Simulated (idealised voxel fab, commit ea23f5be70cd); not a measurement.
The document below concerns the process module designated voxel ribs on slabs.
285 nm wide, 5 nm square cells: that's cross-section cut.
In what follows, cross-sections appear as grids of square cells, described through bands that run from the top down, where every band is one or more rows of cells. Read a band's entry like this: the first values are the height of its top and the height of its bottom in nm, and what follows is the sequence of materials from left to right, each with its width in nm. Note that "blank" is empty space, and that a single material marked "all across" reaches across the band from edge to edge. Convention: height 0 is the level below which the wafer, as received, is all one material. The lowest band does not terminate at the bottom but continues downward, represented as "from 0 down". Graded width ("30..40"): value in top row of band = first number; value in bottom row = second number; row-to-row change constant. A step reported as "stayed the same" is a step in which no cell of the cross-section changed. In the "Enclosed internal cavities" entry, you get each enclosed empty space of 8 cells or more, one with no open way to the top, written width x height at distance, distance from the left edge, in nm. Read whatever lies past the settings on a step's line as the simulator's own remark about the step. The "overlay nm" setting may appear on a step's line; for a step that uses a mask, it gives how far to the right of its planned position the mask lay, and a negative value indicates the left.
These are the steps we planned for the process
1. RECEIVE [material Si]
2. DIRECTIONAL_DEP [material SiO2] [thk nm 30]
3. DIRECTIONAL_DEP [material polySi] [thk nm 20]
4. PATTERN [tone cover] [mask id RIB] [material resist] [width nm 15] [thk nm 20] [overlay nm 0]
5. DIRECTIONAL_ETCH [etch materials polySi] [depth nm 5]
6. STRIP [etch materials resist]
7. DIRECTIONAL_DEP [material aC] [thk nm 10]
8. PATTERN [tone cover] [mask id SLAB] [material resist] [width nm 75] [thk nm 30] [overlay nm 0]
9. DIRECTIONAL_ETCH [etch materials aC] [depth nm 10]
10. STRIP [etch materials resist]
11. DIRECTIONAL_ETCH [etch materials polySi] [depth nm 15]
12. STRIP [etch materials aC]
13. FILL_DEP [material SiO2] [thk nm 25]
14. CMP [height nm 65]
15. DIRECTIONAL_DEP [material W] [thk nm 10]
16. MASKED_ETCH [tone cover] [mask id HEATER] [width nm 35] [etch materials W] [depth nm 10] [overlay nm 0]
17. CONFORMAL_DEP [material SiO2] [thk nm 5]
Keep in mind the plan's value for the width nm of step 4 comes from the first wafer; the wafers don't share that setting, but they do share the same starting point.
Cross-section of the first of several wafers on receipt, reflecting completion of step 1
	from 0 down = Si all across
	Enclosed internal cavities: none
For your reference, the table is organized with a row per wafer; each row reflects the wafer at the end of the module, indicating for each material the cells gained (+) or lost (-) since receipt, and thereafter its closed voids
width nm 15 | +754 SiO2 | +14 W | +48 polySi | Enclosed internal cavities: none
width nm 20 | +753 SiO2 | +14 W | +49 polySi | Enclosed internal cavities: none
width nm 25 | +752 SiO2 | +14 W | +50 polySi | Enclosed internal cavities: none
width nm 30 | +751 SiO2 | +14 W | +51 polySi | Enclosed internal cavities: none
width nm 35 | +750 SiO2 | +14 W | +52 polySi | Enclosed internal cavities: none
width nm 40 | +749 SiO2 | +14 W | +53 polySi | Enclosed internal cavities: none
